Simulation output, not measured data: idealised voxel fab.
The process module that follows is named voxel transistor to metal.
We display cut, a cross-section 165 nm in width whose square cells are each 5 nm.
A cross-section is a grid of square cells, given in bands from the top down. A band is one or more rows of cells.
Top height, bottom height, nm. Materials left to right, width each, nm. Single material + "throughout" = fills band edge to edge. "blank" = empty.
Below 0: as-received wafer, all one material; heights counted from there. Lowest band: no bottom, goes on down, written "0..down".
It should be noted that a width expressed as "30 to 40" varies in equal increments from row to row of cells within the band, taking the value of the first number at the top row and that of the second number at the bottom row.
Key: "nothing was modified" - step with no changed cell in the cross-section.
If an empty space has no open way to the top and is at least 8 cells in size, "Enclosed void catalog" lists it, written width x height at distance, where distance is measured from the left edge and every value is in nm.
On a step's line, text after the settings is the simulator commenting on that step.
A step line may carry the setting "overlay nm", which, for steps involving a mask, states the distance by which the mask lay to the right of its intended position; negative values denote displacement to the left.
Pairs ahead. Before: cross-section ahead of one process step. After: cross-section once the step is done, shown to the lowest changed band only. Under each pair: that step, with settings. Caution: pairs may come from different runs of this module on the same starting wafer; a pair follows the pair above only where its "Cross-section, before" entry says so.

-- Cross-section, before
	30..15 | SiO2 throughout
	15..5 | SiO2=25 | SiN=110 | SiO2=30
	5..0 | SiO2 throughout
	0..-40 | SiO2=25 | Si=110 | SiO2=30
	-40..down | Si throughout
	Enclosed void catalog: none

-- Step Result
	15..5 | SiO2=25 | SiN=110 | SiO2=30
	Below 5, no change.
	Enclosed void catalog: none
Step applied between the pre-step and post-step cross-sections shown above: CMP with height nm 15

Cross-section, before: as in the pair right above, post-step view.

-- Step Result
	15..5 | blank=25 | SiN=110 | blank=30
	Below 5, no change.
	Enclosed void catalog: none
Step applied between the pre-step and post-step cross-sections shown above: SELECTIVE_ETCH with etch materials SiO2, depth nm 10

Cross-section, before: as in the pair right above, post-step view.

-- Step Result
	5..0 | SiO2 throughout
	Below 0, no change.
	Enclosed void catalog: none
Step applied between the pre-step and post-step cross-sections shown above: STRIP with etch materials SiN

Cross-section, before: as in the pair right above, post-step view.

-- Step Result
	0..-40 | SiO2=25 | Si=110 | SiO2=30
	Below -40, no change.
	Enclosed void catalog: none
Step applied between the pre-step and post-step cross-sections shown above: SELECTIVE_ETCH with etch materials SiO2, depth nm 5

Cross-section, before: as in the pair right above, post-step view.

-- Step Result
	0..-5 | SiO2 throughout
	Below -5, no change.
	Enclosed void catalog: none
Step applied between the pre-step and post-step cross-sections shown above: OXIDIZE with depth nm 5

Cross-section, before: as in the pair right above, post-step view.

-- Step Result
	25..0 | polySi throughout
	Below 0, no change.
	Enclosed void catalog: none
Step applied between the pre-step and post-step cross-sections shown above: DIRECTIONAL_DEP with material polySi, thk nm 25

Cross-section, before: as in the pair right above, post-step view.

-- Step Result
	35..25 | SiCN throughout
	Below 25, no change.
	Enclosed void catalog: none
Step applied between the pre-step and post-step cross-sections shown above: DIRECTIONAL_DEP with material SiCN, thk nm 10

Cross-section, before: as in the pair right above, post-step view.

-- Step Result
	50..35 | aC throughout
	Below 35, no change.
	Enclosed void catalog: none
Step applied between the pre-step and post-step cross-sections shown above: DIRECTIONAL_DEP with material aC, thk nm 15

Cross-section, before: as in the pair right above, post-step view.

-- Step Result
	80..50 | blank=70 | resist=20 | blank=75
	Below 50, no change.
	Enclosed void catalog: none
Step applied between the pre-step and post-step cross-sections shown above: PATTERN with tone cover, mask id GATE, material resist, width nm 20, thk nm 30, overlay nm 0

Cross-section, before: as in the pair right above, post-step view.

-- Step Result
	65..50 | blank=70 | resist=20 | blank=75
	50..35 | blank=70 | aC=20 | blank=75
	Below 35, no change.
	Enclosed void catalog: none
Step applied between the pre-step and post-step cross-sections shown above: DIRECTIONAL_ETCH with etch materials aC, depth nm 15

Cross-section, before: as in the pair right above, post-step view.

-- Step Result
	50..35 | blank=70 | aC=20 | blank=75
	Below 35, no change.
	Enclosed void catalog: none
Step applied between the pre-step and post-step cross-sections shown above: STRIP with etch materials resist

Cross-section, before: as in the pair right above, post-step view.

-- Step Result
	50..35 | blank=70 | aC=20 | blank=75
	35..25 | blank=70 | SiCN=20 | blank=75
	Below 25, no change.
	Enclosed void catalog: none
Step applied between the pre-step and post-step cross-sections shown above: DIRECTIONAL_ETCH with etch materials SiCN, depth nm 20

Cross-section, before: as in the pair right above, post-step view.

-- Step Result
	50..35 | blank=70 | aC=20 | blank=75
	35..25 | blank=70 | SiCN=20 | blank=75
	25..0 | blank=70 | polySi=20 | blank=75
	Below 0, no change.
	Enclosed void catalog: none
Step applied between the pre-step and post-step cross-sections shown above: DIRECTIONAL_ETCH with etch materials polySi, depth nm 35

Cross-section, before: as in the pair right above, post-step view.

-- Step Result
	35..25 | blank=70 | SiCN=20 | blank=75
	Below 25, no change.
	Enclosed void catalog: none
Step applied between the pre-step and post-step cross-sections shown above: STRIP with etch materials aC

Cross-section, before: as in the pair right above, post-step view.

-- Step Result
	40..35 | blank=65 | SiO2=30 | blank=70
	35..25 | blank=65 | SiO2=5 | SiCN=20 | SiO2=5 | blank=70
	25..5 | blank=65 | SiO2=5 | polySi=20 | SiO2=5 | blank=70
	5..0 | SiO2=70 | polySi=20 | SiO2=75
	Below 0, no change.
	Enclosed void catalog: none
Step applied between the pre-step and post-step cross-sections shown above: CONFORMAL_DEP with material SiO2, thk nm 5

Cross-section, before: as in the pair right above, post-step view.

-- Step Result
	35..25 | blank=65 | SiO2=5 | SiCN=20 | SiO2=5 | blank=70
	25..0 | blank=65 | SiO2=5 | polySi=20 | SiO2=5 | blank=70
	Below 0, no change.
	Enclosed void catalog: none
Step applied between the pre-step and post-step cross-sections shown above: DIRECTIONAL_ETCH with etch materials SiO2, depth nm 5

Cross-section, before: as in the pair right above, post-step view.

-- Step Result
	40..35 | blank=60 | SiN=40 | blank=65
	35..25 | blank=60 | SiN=5 | SiO2=5 | SiCN=20 | SiO2=5 | SiN=5 | blank=65
	25..5 | blank=60 | SiN=5 | SiO2=5 | polySi=20 | SiO2=5 | SiN=5 | blank=65
	5..0 | SiN=65 | SiO2=5 | polySi=20 | SiO2=5 | SiN=70
	Below 0, no change.
	Enclosed void catalog: none
Step applied between the pre-step and post-step cross-sections shown above: CONFORMAL_DEP with material SiN, thk nm 5

Cross-section, before: as in the pair right above, post-step view.

-- Step Result
	35..25 | blank=60 | SiN=5 | SiO2=5 | SiCN=20 | SiO2=5 | SiN=5 | blank=65
	25..0 | blank=60 | SiN=5 | SiO2=5 | polySi=20 | SiO2=5 | SiN=5 | blank=65
	Below 0, no change.
	Enclosed void catalog: none
Step applied between the pre-step and post-step cross-sections shown above: DIRECTIONAL_ETCH with etch materials SiN, depth nm 5

Cross-section, before: as in the pair right above, post-step view.

-- Step Result
	35..30 | blank=60 | SiN=5 | blank=5 | SiCN=20 | blank=5 | SiN=5 | blank=65
	30..25 | blank=60 | SiN=5 | SiO2=5 | SiCN=20 | SiO2=5 | SiN=5 | blank=65
	25..0 | blank=60 | SiN=5 | SiO2=5 | polySi=20 | SiO2=5 | SiN=5 | blank=65
	0..-5 | blank=60 | SiO2=40 | blank=65
	Below -5, no change.
	Enclosed void catalog: none
Step applied between the pre-step and post-step cross-sections shown above: DIRECTIONAL_ETCH with etch materials SiO2, depth nm 5

Cross-section, before: as in the pair right above, post-step view.

-- Step Result
	35..30 | blank=60 | SiN=5 | blank=5 | SiCN=20 | blank=5 | SiN=5 | blank=65
	30..25 | blank=60 | SiN=5 | SiO2=5 | SiCN=20 | SiO2=5 | SiN=5 | blank=65
	25..0 | blank=60 | SiN=5 | SiO2=5 | polySi=20 | SiO2=5 | SiN=5 | blank=65
	0..-5 | blank=60 | SiO2=40 | blank=65
	-5..-15 | SiO2=25 | blank=35 | Si=40 | blank=35 | SiO2=30
	Below -15, no change.
	Enclosed void catalog: none
Step applied between the pre-step and post-step cross-sections shown above: DIRECTIONAL_ETCH with etch materials Si, depth nm 10

Cross-section, before: as in the pair right above, post-step view.

-- Step Result
	35..30 | blank=60 | SiN=5 | blank=5 | SiCN=20 | blank=5 | SiN=5 | blank=65
	30..25 | blank=60 | SiN=5 | SiO2=5 | SiCN=20 | SiO2=5 | SiN=5 | blank=65
	25..10 | blank=60 | SiN=5 | SiO2=5 | polySi=20 | SiO2=5 | SiN=5 | blank=65
	10..0 | blank=45 | nSi=15 | SiN=5 | SiO2=5 | polySi=20 | SiO2=5 | SiN=5 | nSi=15 | blank=50
	0..-5 | blank=20 | nSi=40 | SiO2=40 | nSi=40 | blank=25
	-5..-15 | SiO2=25 | nSi=35 | Si=40 | nSi=35 | SiO2=30
	Below -15, no change.
	Enclosed void catalog: none
Step applied between the pre-step and post-step cross-sections shown above: EPI with material nSi, thk nm 15

Cross-section, before: as in the pair right above, post-step view.

-- Step Result
	40..35 | SiO2 throughout
	35..25 | SiO2=60 | SiN=5 | SiO2=5 | SiCN=20 | SiO2=5 | SiN=5 | SiO2=65
	25..10 | SiO2=60 | SiN=5 | SiO2=5 | polySi=20 | SiO2=5 | SiN=5 | SiO2=65
	10..0 | SiO2=45 | nSi=15 | SiN=5 | SiO2=5 | polySi=20 | SiO2=5 | SiN=5 | nSi=15 | SiO2=50
	0..-5 | SiO2=20 | nSi=40 | SiO2=40 | nSi=40 | SiO2=25
	Below -5, no change.
	Enclosed void catalog: none
Step applied between the pre-step and post-step cross-sections shown above: FILL_DEP with material SiO2, thk nm 5

Cross-section, before: as in the pair right above, post-step view.

-- Step Result
	35..25 | SiO2=60 | SiN=5 | SiO2=5 | SiCN=20 | SiO2=5 | SiN=5 | SiO2=65
	Below 25, no change.
	Enclosed void catalog: none
Step applied between the pre-step and post-step cross-sections shown above: CMP with height nm 35

Cross-section, before: as in the pair right above, post-step view.

-- Step Result
	45..35 | SiO2 throughout
	Below 35, no change.
	Enclosed void catalog: none
Step applied between the pre-step and post-step cross-sections shown above: DIRECTIONAL_DEP with material SiO2, thk nm 10

Cross-section, before: as in the pair right above, post-step view.

-- Step Result
	65..45 | resist=30 | blank=35 | resist=30 | blank=35 | resist=35
	Below 45, no change.
	Enclosed void catalog: none
Step applied between the pre-step and post-step cross-sections shown above: PATTERN with tone open, mask id CONTACT, material resist, width nm 35, pitch nm 65, thk nm 20, overlay nm 0

Cross-section, before: as in the pair right above, post-step view.

-- Step Result
	65..45 | resist=30 | blank=35 | resist=30 | blank=35 | resist=35
	45..35 | SiO2=30 | blank=35 | SiO2=30 | blank=35 | SiO2=35
	35..25 | SiO2=30 | blank=30 | SiN=5 | SiO2=5 | SiCN=20 | SiO2=5 | SiN=5 | blank=30 | SiO2=35
	25..10 | SiO2=30 | blank=30 | SiN=5 | SiO2=5 | polySi=20 | SiO2=5 | SiN=5 | blank=30 | SiO2=35
	10..0 | SiO2=30 | blank=15 | nSi=15 | SiN=5 | SiO2=5 | polySi=20 | SiO2=5 | SiN=5 | nSi=15 | blank=15 | SiO2=35
	Below 0, no change.
	Enclosed void catalog: none
Step applied between the pre-step and post-step cross-sections shown above: DIRECTIONAL_ETCH with etch materials SiO2, depth nm 45

Cross-section, before: as in the pair right above, post-step view.

-- Step Result
	45..35 | SiO2=30 | blank=35 | SiO2=30 | blank=35 | SiO2=35
	Below 35, no change.
	Enclosed void catalog: none
Step applied between the pre-step and post-step cross-sections shown above: STRIP with etch materials resist

Cross-section, before: as in the pair right above, post-step view.

-- Step Result
	50..45 | TiN=35 | blank=25 | TiN=40 | blank=25 | TiN=40
	45..35 | SiO2=30 | TiN=5 | blank=25 to 20 | TiN=5 to 10 | SiO2=30 | TiN=5 to 10 | blank=25 to 20 | TiN=5 | SiO2=35
	35..25 | SiO2=30 | TiN=5 | blank=20 | TiN=5 | SiN=5 | SiO2=5 | SiCN=20 | SiO2=5 | SiN=5 | TiN=5 | blank=20 | TiN=5 | SiO2=35
	25..15 | SiO2=30 | TiN=5 | blank=20 | TiN=5 | SiN=5 | SiO2=5 | polySi=20 | SiO2=5 | SiN=5 | TiN=5 | blank=20 | TiN=5 | SiO2=35
	15..10 | SiO2=30 | TiN=5 | blank=5 | TiN=20 | SiN=5 | SiO2=5 | polySi=20 | SiO2=5 | SiN=5 | TiN=20 | blank=5 | TiN=5 | SiO2=35
	10..5 | SiO2=30 | TiN=5 | blank=5 | TiN=5 | nSi=15 | SiN=5 | SiO2=5 | polySi=20 | SiO2=5 | SiN=5 | nSi=15 | TiN=5 | blank=5 | TiN=5 | SiO2=35
	5..0 | SiO2=30 | TiN=15 | nSi=15 | SiN=5 | SiO2=5 | polySi=20 | SiO2=5 | SiN=5 | nSi=15 | TiN=15 | SiO2=35
	Below 0, no change.
	Enclosed void catalog: none
Step applied between the pre-step and post-step cross-sections shown above: CONFORMAL_DEP with material TiN, thk nm 5

Cross-section, before: as in the pair right above, post-step view.

-- Step Result
	60..50 | Ru throughout
	50..45 | TiN=35 | Ru=25 | TiN=40 | Ru=25 | TiN=40
	45..35 | SiO2=30 | TiN=5 | Ru=25 to 20 | TiN=5 to 10 | SiO2=30 | TiN=5 to 10 | Ru=25 to 20 | TiN=5 | SiO2=35
	35..25 | SiO2=30 | TiN=5 | Ru=20 | TiN=5 | SiN=5 | SiO2=5 | SiCN=20 | SiO2=5 | SiN=5 | TiN=5 | Ru=20 | TiN=5 | SiO2=35
	25..15 | SiO2=30 | TiN=5 | Ru=20 | TiN=5 | SiN=5 | SiO2=5 | polySi=20 | SiO2=5 | SiN=5 | TiN=5 | Ru=20 | TiN=5 | SiO2=35
	15..10 | SiO2=30 | TiN=5 | Ru=5 | TiN=20 | SiN=5 | SiO2=5 | polySi=20 | SiO2=5 | SiN=5 | TiN=20 | Ru=5 | TiN=5 | SiO2=35
	10..5 | SiO2=30 | TiN=5 | Ru=5 | TiN=5 | nSi=15 | SiN=5 | SiO2=5 | polySi=20 | SiO2=5 | SiN=5 | nSi=15 | TiN=5 | Ru=5 | TiN=5 | SiO2=35
	Below 5, no change.
	Enclosed void catalog: none
Step applied between the pre-step and post-step cross-sections shown above: FILL_DEP with material Ru, thk nm 10

Cross-section, before: as in the pair right above, post-step view.

-- Step Result
	45..35 | SiO2=30 | TiN=5 | Ru=25 to 20 | TiN=5 to 10 | SiO2=30 | TiN=5 to 10 | Ru=25 to 20 | TiN=5 | SiO2=35
	Below 35, no change.
	Enclosed void catalog: none
Step applied between the pre-step and post-step cross-sections shown above: CMP with height nm 45

Cross-section, before: as in the pair right above, post-step view.

-- Step Result
	50..45 | SiN throughout
	Below 45, no change.
	Enclosed void catalog: none
Step applied between the pre-step and post-step cross-sections shown above: CONFORMAL_DEP with material SiN, thk nm 5

Cross-section, before: as in the pair right above, post-step view.

-- Step Result
	70..50 | lowk throughout
	Below 50, no change.
	Enclosed void catalog: none
Step applied between the pre-step and post-step cross-sections shown above: DIRECTIONAL_DEP with material lowk, thk nm 20

Cross-section, before: as in the pair right above, post-step view.

-- Step Result
	85..70 | resist=30 | blank=20 | resist=60 | blank=20 | resist=35
	Below 70, no change.
	Enclosed void catalog: none
Step applied between the pre-step and post-step cross-sections shown above: PATTERN with tone open, mask id METAL_1, material resist, width nm 20, pitch nm 80, thk nm 15, overlay nm 0

Cross-section, before: as in the pair right above, post-step view.

-- Step Result
	85..70 | resist=30 | blank=20 | resist=60 | blank=20 | resist=35
	70..50 | lowk=30 | blank=20 | lowk=60 | blank=20 | lowk=35
	Below 50, no change.
	Enclosed void catalog: none
Step applied between the pre-step and post-step cross-sections shown above: DIRECTIONAL_ETCH with etch materials lowk, depth nm 20

Cross-section, before: as in the pair right above, post-step view.

-- Step Result
	85..70 | resist=30 | blank=20 | resist=60 | blank=20 | resist=35
	70..50 | lowk=30 | blank=20 | lowk=60 | blank=20 | lowk=35
	50..45 | SiN=30 | blank=20 | SiN=60 | blank=20 | SiN=35
	Below 45, no change.
	Enclosed void catalog: none
Step applied between the pre-step and post-step cross-sections shown above: DIRECTIONAL_ETCH with etch materials SiN, depth nm 5

Cross-section, before: as in the pair right above, post-step view.

-- Step Result
	70..50 | lowk=30 | blank=20 | lowk=60 | blank=20 | lowk=35
	Below 50, no change.
	Enclosed void catalog: none
Step applied between the pre-step and post-step cross-sections shown above: STRIP with etch materials resist

Cross-section, before: as in the pair right above, post-step view.

-- Step Result
	75..70 | TiN=35 | blank=10 | TiN=70 | blank=10 | TiN=40
	70..50 | lowk=30 | TiN=5 | blank=10 | TiN=5 | lowk=60 | TiN=5 | blank=10 | TiN=5 | lowk=35
	50..45 | SiN=30 | TiN=20 | SiN=60 | TiN=20 | SiN=35
	Below 45, no change.
	Enclosed void catalog: none
Step applied between the pre-step and post-step cross-sections shown above: CONFORMAL_DEP with material TiN, thk nm 5

Cross-section, before: as in the pair right above, post-step view.

-- Step Result
	80..75 | W throughout
	75..70 | TiN=35 | W=10 | TiN=70 | W=10 | TiN=40
	70..50 | lowk=30 | TiN=5 | W=10 | TiN=5 | lowk=60 | TiN=5 | W=10 | TiN=5 | lowk=35
	Below 50, no change.
	Enclosed void catalog: none
Step applied between the pre-step and post-step cross-sections shown above: FILL_DEP with material W, thk nm 5

Cross-section, before: as in the pair right above, post-step view.

-- Step Result
	70..50 | lowk=30 | TiN=5 | W=10 | TiN=5 | lowk=60 | TiN=5 | W=10 | TiN=5 | lowk=35
	Below 50, no change.
	Enclosed void catalog: none
Step applied between the pre-step and post-step cross-sections shown above: CMP with height nm 70

Cross-section, before: as in the pair right above, post-step view.

-- Step Result
	75..70 | SiCN throughout
	Below 70, no change.
	Enclosed void catalog: none
Step applied between the pre-step and post-step cross-sections shown above: CONFORMAL_DEP with material SiCN, thk nm 5

-- Cross-section, before
	45..35 | SiO2 throughout
	35..25 | SiO2=60 | SiN=5 | SiO2=5 | SiCN=20 | SiO2=5 | SiN=5 | SiO2=65
	25..10 | SiO2=60 | SiN=5 | SiO2=5 | polySi=20 | SiO2=5 | SiN=5 | SiO2=65
	10..0 | SiO2=45 | nSi=15 | SiN=5 | SiO2=5 | polySi=20 | SiO2=5 | SiN=5 | nSi=15 | SiO2=50
	0..-5 | SiO2=20 | nSi=40 | SiO2=40 | nSi=40 | SiO2=25
	-5..-15 | SiO2=25 | nSi=35 | Si=40 | nSi=35 | SiO2=30
	-15..-35 | SiO2=25 | Si=110 | SiO2=30
	-35..down | Si throughout
	Enclosed void catalog: none

-- Step Result
	65..45 | resist=30 | blank=40 | resist=25 | blank=40 | resist=30
	Below 45, no change.
	Enclosed void catalog: none
Step applied between the pre-step and post-step cross-sections shown above: PATTERN with tone open, mask id CONTACT, material resist, width nm 40, pitch nm 65, thk nm 20, overlay nm 0

Cross-section, before: as in the pair right above, post-step view.

-- Step Result
	65..45 | resist=30 | blank=40 | resist=25 | blank=40 | resist=30
	45..35 | SiO2=30 | blank=40 | SiO2=25 | blank=40 | SiO2=30
	35..25 | SiO2=30 | blank=30 | SiN=5 | blank=5 | SiCN=20 | SiO2=5 | SiN=5 | blank=35 | SiO2=30
	25..10 | SiO2=30 | blank=30 | SiN=5 | blank=5 | polySi=20 | SiO2=5 | SiN=5 | blank=35 | SiO2=30
	10..0 | SiO2=30 | blank=15 | nSi=15 | SiN=5 | blank=5 | polySi=20 | SiO2=5 | SiN=5 | nSi=15 | blank=20 | SiO2=30
	Below 0, no change.
	Enclosed void catalog: none
Step applied between the pre-step and post-step cross-sections shown above: DIRECTIONAL_ETCH with etch materials SiO2, depth nm 45

Cross-section, before: as in the pair right above, post-step view.

-- Step Result
	45..35 | SiO2=30 | blank=40 | SiO2=25 | blank=40 | SiO2=30
	Below 35, no change.
	Enclosed void catalog: none
Step applied between the pre-step and post-step cross-sections shown above: STRIP with etch materials resist

Cross-section, before: as in the pair right above, post-step view.

-- Step Result
	50..45 | TiN=35 | blank=30 | TiN=35 | blank=30 | TiN=35
	45..35 | SiO2=30 | TiN=5 | blank=30 to 20 | TiN=5 to 15 | SiO2=25 | TiN=5 to 10 | blank=30 to 25 | TiN=5 | SiO2=30
	35..25 | SiO2=30 | TiN=5 | blank=20 | TiN=5 | SiN=5 | TiN=5 | SiCN=20 | SiO2=5 | SiN=5 | TiN=5 | blank=25 | TiN=5 | SiO2=30
	25..15 | SiO2=30 | TiN=5 | blank=20 | TiN=5 | SiN=5 | TiN=5 | polySi=20 | SiO2=5 | SiN=5 | TiN=5 | blank=25 | TiN=5 | SiO2=30
	15..10 | SiO2=30 | TiN=5 | blank=5 | TiN=20 | SiN=5 | TiN=5 | polySi=20 | SiO2=5 | SiN=5 | TiN=20 | blank=10 | TiN=5 | SiO2=30
	10..5 | SiO2=30 | TiN=5 | blank=5 | TiN=5 | nSi=15 | SiN=5 | TiN=5 | polySi=20 | SiO2=5 | SiN=5 | nSi=15 | TiN=5 | blank=10 | TiN=5 | SiO2=30
	5..0 | SiO2=30 | TiN=15 | nSi=15 | SiN=5 | TiN=5 | polySi=20 | SiO2=5 | SiN=5 | nSi=15 | TiN=20 | SiO2=30
	Below 0, no change.
	Enclosed void catalog: none
Step applied between the pre-step and post-step cross-sections shown above: CONFORMAL_DEP with material TiN, thk nm 5

Cross-section, before: as in the pair right above, post-step view.

-- Step Result
	60..50 | Ru throughout
	50..45 | TiN=35 | Ru=30 | TiN=35 | Ru=30 | TiN=35
	45..35 | SiO2=30 | TiN=5 | Ru=30 to 20 | TiN=5 to 15 | SiO2=25 | TiN=5 to 10 | Ru=30 to 25 | TiN=5 | SiO2=30
	35..25 | SiO2=30 | TiN=5 | Ru=20 | TiN=5 | SiN=5 | TiN=5 | SiCN=20 | SiO2=5 | SiN=5 | TiN=5 | Ru=25 | TiN=5 | SiO2=30
	25..15 | SiO2=30 | TiN=5 | Ru=20 | TiN=5 | SiN=5 | TiN=5 | polySi=20 | SiO2=5 | SiN=5 | TiN=5 | Ru=25 | TiN=5 | SiO2=30
	15..10 | SiO2=30 | TiN=5 | Ru=5 | TiN=20 | SiN=5 | TiN=5 | polySi=20 | SiO2=5 | SiN=5 | TiN=20 | Ru=10 | TiN=5 | SiO2=30
	10..5 | SiO2=30 | TiN=5 | Ru=5 | TiN=5 | nSi=15 | SiN=5 | TiN=5 | polySi=20 | SiO2=5 | SiN=5 | nSi=15 | TiN=5 | Ru=10 | TiN=5 | SiO2=30
	Below 5, no change.
	Enclosed void catalog: none
Step applied between the pre-step and post-step cross-sections shown above: FILL_DEP with material Ru, thk nm 10

Cross-section, before: as in the pair right above, post-step view.

-- Step Result
	45..35 | SiO2=30 | TiN=5 | Ru=30 to 20 | TiN=5 to 15 | SiO2=25 | TiN=5 to 10 | Ru=30 to 25 | TiN=5 | SiO2=30
	Below 35, no change.
	Enclosed void catalog: none
Step applied between the pre-step and post-step cross-sections shown above: CMP with height nm 45

Cross-section, before: as in the pair right above, post-step view.

-- Step Result
	50..45 | SiN throughout
	Below 45, no change.
	Enclosed void catalog: none
Step applied between the pre-step and post-step cross-sections shown above: CONFORMAL_DEP with material SiN, thk nm 5

Cross-section, before: as in the pair right above, post-step view.

-- Step Result
	70..50 | lowk throughout
	Below 50, no change.
	Enclosed void catalog: none
Step applied between the pre-step and post-step cross-sections shown above: DIRECTIONAL_DEP with material lowk, thk nm 20

Cross-section, before: as in the pair right above, post-step view.

-- Step Result
	85..70 | resist=30 | blank=20 | resist=60 | blank=20 | resist=35
	Below 70, no change.
	Enclosed void catalog: none
Step applied between the pre-step and post-step cross-sections shown above: PATTERN with tone open, mask id METAL_1, material resist, width nm 20, pitch nm 80, thk nm 15, overlay nm 0

Cross-section, before: as in the pair right above, post-step view.

-- Step Result
	85..70 | resist=30 | blank=20 | resist=60 | blank=20 | resist=35
	70..50 | lowk=30 | blank=20 | lowk=60 | blank=20 | lowk=35
	Below 50, no change.
	Enclosed void catalog: none
Step applied between the pre-step and post-step cross-sections shown above: DIRECTIONAL_ETCH with etch materials lowk, depth nm 20

Cross-section, before: as in the pair right above, post-step view.

-- Step Result
	85..70 | resist=30 | blank=20 | resist=60 | blank=20 | resist=35
	70..50 | lowk=30 | blank=20 | lowk=60 | blank=20 | lowk=35
	50..45 | SiN=30 | blank=20 | SiN=60 | blank=20 | SiN=35
	Below 45, no change.
	Enclosed void catalog: none
Step applied between the pre-step and post-step cross-sections shown above: DIRECTIONAL_ETCH with etch materials SiN, depth nm 5

Cross-section, before: as in the pair right above, post-step view.

-- Step Result
	70..50 | lowk=30 | blank=20 | lowk=60 | blank=20 | lowk=35
	Below 50, no change.
	Enclosed void catalog: none
Step applied between the pre-step and post-step cross-sections shown above: STRIP with etch materials resist

Cross-section, before: as in the pair right above, post-step view.

-- Step Result
	75..70 | TiN=35 | blank=10 | TiN=70 | blank=10 | TiN=40
	70..50 | lowk=30 | TiN=5 | blank=10 | TiN=5 | lowk=60 | TiN=5 | blank=10 | TiN=5 | lowk=35
	50..45 | SiN=30 | TiN=20 | SiN=60 | TiN=20 | SiN=35
	Below 45, no change.
	Enclosed void catalog: none
Step applied between the pre-step and post-step cross-sections shown above: CONFORMAL_DEP with material TiN, thk nm 5

Cross-section, before: as in the pair right above, post-step view.

-- Step Result
	80..75 | W throughout
	75..70 | TiN=35 | W=10 | TiN=70 | W=10 | TiN=40
	70..50 | lowk=30 | TiN=5 | W=10 | TiN=5 | lowk=60 | TiN=5 | W=10 | TiN=5 | lowk=35
	Below 50, no change.
	Enclosed void catalog: none
Step applied between the pre-step and post-step cross-sections shown above: FILL_DEP with material W, thk nm 5

Cross-section, before: as in the pair right above, post-step view.

-- Step Result
	70..50 | lowk=30 | TiN=5 | W=10 | TiN=5 | lowk=60 | TiN=5 | W=10 | TiN=5 | lowk=35
	Below 50, no change.
	Enclosed void catalog: none
Step applied between the pre-step and post-step cross-sections shown above: CMP with height nm 70

Cross-section, before: as in the pair right above, post-step view.

-- Step Result
	75..70 | SiCN throughout
	Below 70, no change.
	Enclosed void catalog: none
Step applied between the pre-step and post-step cross-sections shown above: CONFORMAL_DEP with material SiCN, thk nm 5

-- Cross-section, before
	50..35 | aC throughout
	35..25 | SiCN throughout
	25..0 | polySi throughout
	0..-5 | SiO2 throughout
	-5..-35 | SiO2=25 | Si=110 | SiO2=30
	-35..down | Si throughout
	Enclosed void catalog: none

-- Step Result
	80..50 | blank=60 | resist=20 | blank=85
	Below 50, no change.
	Enclosed void catalog: none
Step applied between the pre-step and post-step cross-sections shown above: PATTERN with tone cover, mask id GATE, material resist, width nm 20, thk nm 30, overlay nm -10

Cross-section, before: as in the pair right above, post-step view.

-- Step Result
	65..50 | blank=60 | resist=20 | blank=85
	50..35 | blank=60 | aC=20 | blank=85
	Below 35, no change.
	Enclosed void catalog: none
Step applied between the pre-step and post-step cross-sections shown above: DIRECTIONAL_ETCH with etch materials aC, depth nm 15

Cross-section, before: as in the pair right above, post-step view.

-- Step Result
	50..35 | blank=60 | aC=20 | blank=85
	Below 35, no change.
	Enclosed void catalog: none
Step applied between the pre-step and post-step cross-sections shown above: STRIP with etch materials resist

Cross-section, before: as in the pair right above, post-step view.

-- Step Result
	50..35 | blank=60 | aC=20 | blank=85
	35..25 | blank=60 | SiCN=20 | blank=85
	Below 25, no change.
	Enclosed void catalog: none
Step applied between the pre-step and post-step cross-sections shown above: DIRECTIONAL_ETCH with etch materials SiCN, depth nm 20

Cross-section, before: as in the pair right above, post-step view.

-- Step Result
	50..35 | blank=60 | aC=20 | blank=85
	35..25 | blank=60 | SiCN=20 | blank=85
	25..0 | blank=60 | polySi=20 | blank=85
	Below 0, no change.
	Enclosed void catalog: none
Step applied between the pre-step and post-step cross-sections shown above: DIRECTIONAL_ETCH with etch materials polySi, depth nm 35

Cross-section, before: as in the pair right above, post-step view.

-- Step Result
	35..25 | blank=60 | SiCN=20 | blank=85
	Below 25, no change.
	Enclosed void catalog: none
Step applied between the pre-step and post-step cross-sections shown above: STRIP with etch materials aC

Cross-section, before: as in the pair right above, post-step view.

-- Step Result
	40..35 | blank=55 | SiO2=30 | blank=80
	35..25 | blank=55 | SiO2=5 | SiCN=20 | SiO2=5 | blank=80
	25..5 | blank=55 | SiO2=5 | polySi=20 | SiO2=5 | blank=80
	5..0 | SiO2=60 | polySi=20 | SiO2=85
	Below 0, no change.
	Enclosed void catalog: none
Step applied between the pre-step and post-step cross-sections shown above: CONFORMAL_DEP with material SiO2, thk nm 5

Cross-section, before: as in the pair right above, post-step view.

-- Step Result
	35..25 | blank=55 | SiO2=5 | SiCN=20 | SiO2=5 | blank=80
	25..0 | blank=55 | SiO2=5 | polySi=20 | SiO2=5 | blank=80
	Below 0, no change.
	Enclosed void catalog: none
Step applied between the pre-step and post-step cross-sections shown above: DIRECTIONAL_ETCH with etch materials SiO2, depth nm 5

Cross-section, before: as in the pair right above, post-step view.

-- Step Result
	40..35 | blank=50 | SiN=40 | blank=75
	35..25 | blank=50 | SiN=5 | SiO2=5 | SiCN=20 | SiO2=5 | SiN=5 | blank=75
	25..5 | blank=50 | SiN=5 | SiO2=5 | polySi=20 | SiO2=5 | SiN=5 | blank=75
	5..0 | SiN=55 | SiO2=5 | polySi=20 | SiO2=5 | SiN=80
	Below 0, no change.
	Enclosed void catalog: none
Step applied between the pre-step and post-step cross-sections shown above: CONFORMAL_DEP with material SiN, thk nm 5

Cross-section, before: as in the pair right above, post-step view.

-- Step Result
	35..25 | blank=50 | SiN=5 | SiO2=5 | SiCN=20 | SiO2=5 | SiN=5 | blank=75
	25..0 | blank=50 | SiN=5 | SiO2=5 | polySi=20 | SiO2=5 | SiN=5 | blank=75
	Below 0, no change.
	Enclosed void catalog: none
Step applied between the pre-step and post-step cross-sections shown above: DIRECTIONAL_ETCH with etch materials SiN, depth nm 5

Cross-section, before: as in the pair right above, post-step view.

-- Step Result
	35..30 | blank=50 | SiN=5 | blank=5 | SiCN=20 | blank=5 | SiN=5 | blank=75
	30..25 | blank=50 | SiN=5 | SiO2=5 | SiCN=20 | SiO2=5 | SiN=5 | blank=75
	25..0 | blank=50 | SiN=5 | SiO2=5 | polySi=20 | SiO2=5 | SiN=5 | blank=75
	0..-5 | blank=50 | SiO2=40 | blank=75
	Below -5, no change.
	Enclosed void catalog: none
Step applied between the pre-step and post-step cross-sections shown above: DIRECTIONAL_ETCH with etch materials SiO2, depth nm 5
